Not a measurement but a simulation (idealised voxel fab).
process module | voxel spacer lines
cross-section cut | 280 nm wide | cells 5 nm
A cross-section is a grid of square cells, given in bands from the top down. A band is one or more rows of cells.
Each band's line starts with the height of the band's top and of its bottom, in nm. Then come its materials from left to right, each with its width in nm. One material with "throughout" fills the band from edge to edge. "air" is empty space.
Height 0 is the level under which the wafer as received is all one material. The lowest band goes on downwards, as in "0 down".
A width such as "30 to 40" changes by the same amount from each row of cells to the next, from the band's top row to its bottom row.
"no change" after a step means that no cell of the cross-section changed.
closed voids: empty space of 8 cells or more with no open way to the top, each as width x height at its distance from the left edge, in nm
after a step's settings: what the simulator itself notes on the step
overlay nm, on a step with a mask: how far to the right of its planned place the mask lay; to the left if negative
plan
1 op RECEIVE | material Si
2 op CONFORMAL_DEP | material Al2O3 | thk nm 10
3 op DIRECTIONAL_DEP | material polySi | thk nm 15
4 op DIRECTIONAL_DEP | material aC | thk nm 20
5 op PATTERN | tone cover | mask id MANDREL | material resist | width nm 20 | pitch nm 60 | thk nm 30 | overlay nm 0
6 op DIRECTIONAL_ETCH | etch materials aC | depth nm 20
7 op STRIP | etch materials resist
8 op CONFORMAL_DEP | material SiO2 | thk nm 10
9 op DIRECTIONAL_ETCH | etch materials SiO2 | depth nm 10
10 op STRIP | etch materials aC
11 op DIRECTIONAL_ETCH | etch materials polySi | depth nm 15
12 op STRIP | etch materials SiO2
first wafer, as planned
as received, after step 1
  0 down: Si throughout
  closed voids: none
after step 2
  10 to 0: Al2O3 throughout
  below 0: unchanged
after step 3
  25 to 10: polySi throughout
  below 10: unchanged
after step 4
  45 to 25: aC throughout
  below 25: unchanged
after step 5
  75 to 45: air 100 | resist 20 | air 40 | resist 20 | air 100
  below 45: unchanged
after step 6
  55 to 45: air 100 | resist 20 | air 40 | resist 20 | air 100
  45 to 25: air 100 | aC 20 | air 40 | aC 20 | air 100
  below 25: unchanged
after step 7
  45 to 25: air 100 | aC 20 | air 40 | aC 20 | air 100
  below 25: unchanged
after step 8
  55 to 45: air 90 | SiO2 40 | air 20 | SiO2 40 | air 90
  45 to 35: air 90 | SiO2 10 | aC 20 | SiO2 10 | air 20 | SiO2 10 | aC 20 | SiO2 10 | air 90
  35 to 25: SiO2 100 | aC 20 | SiO2 40 | aC 20 | SiO2 100
  below 25: unchanged
after step 9
  45 to 25: air 90 | SiO2 10 | aC 20 | SiO2 10 | air 20 | SiO2 10 | aC 20 | SiO2 10 | air 90
  below 25: unchanged
after step 10
  45 to 25: air 90 | SiO2 10 | air 20 | SiO2 10 | air 20 | SiO2 10 | air 20 | SiO2 10 | air 90
  below 25: unchanged
after step 11
  45 to 25: air 90 | SiO2 10 | air 20 | SiO2 10 | air 20 | SiO2 10 | air 20 | SiO2 10 | air 90
  25 to 10: air 90 | polySi 10 | air 20 | polySi 10 | air 20 | polySi 10 | air 20 | polySi 10 | air 90
  below 10: unchanged
after step 12
  25 to 10: air 90 | polySi 10 | air 20 | polySi 10 | air 20 | polySi 10 | air 20 | polySi 10 | air 90
  below 10: unchanged
second wafer: like start, like plan, one mistake. Through step 1 it matches the first wafer
when step 2 should have ended
  5 to 0: Al2O3 throughout
  below 0: unchanged
when step 3 should have ended
  20 to 5: polySi throughout
  below 5: unchanged
when step 4 should have ended
  40 to 20: aC throughout
  below 20: unchanged
when step 5 should have ended
  70 to 40: air 100 | resist 20 | air 40 | resist 20 | air 100
  below 40: unchanged
when step 6 should have ended
  50 to 40: air 100 | resist 20 | air 40 | resist 20 | air 100
  40 to 20: air 100 | aC 20 | air 40 | aC 20 | air 100
  below 20: unchanged
when step 7 should have ended
  40 to 20: air 100 | aC 20 | air 40 | aC 20 | air 100
  below 20: unchanged
when step 8 should have ended
  50 to 40: air 90 | SiO2 40 | air 20 | SiO2 40 | air 90
  40 to 30: air 90 | SiO2 10 | aC 20 | SiO2 10 | air 20 | SiO2 10 | aC 20 | SiO2 10 | air 90
  30 to 20: SiO2 100 | aC 20 | SiO2 40 | aC 20 | SiO2 100
  below 20: unchanged
when step 9 should have ended
  40 to 20: air 90 | SiO2 10 | aC 20 | SiO2 10 | air 20 | SiO2 10 | aC 20 | SiO2 10 | air 90
  below 20: unchanged
when step 10 should have ended
  40 to 20: air 90 | SiO2 10 | air 20 | SiO2 10 | air 20 | SiO2 10 | air 20 | SiO2 10 | air 90
  below 20: unchanged
when step 11 should have ended
  40 to 20: air 90 | SiO2 10 | air 20 | SiO2 10 | air 20 | SiO2 10 | air 20 | SiO2 10 | air 90
  20 to 5: air 90 | polySi 10 | air 20 | polySi 10 | air 20 | polySi 10 | air 20 | polySi 10 | air 90
  below 5: unchanged
when step 12 should have ended
  20 to 5: air 90 | polySi 10 | air 20 | polySi 10 | air 20 | polySi 10 | air 20 | polySi 10 | air 90
  below 5: unchanged
what went wrong: step 2 ran as: op CONFORMAL_DEP | material Al2O3 | thk nm 5
at the end the second wafer has, in cells: 56 fewer of Al2O3
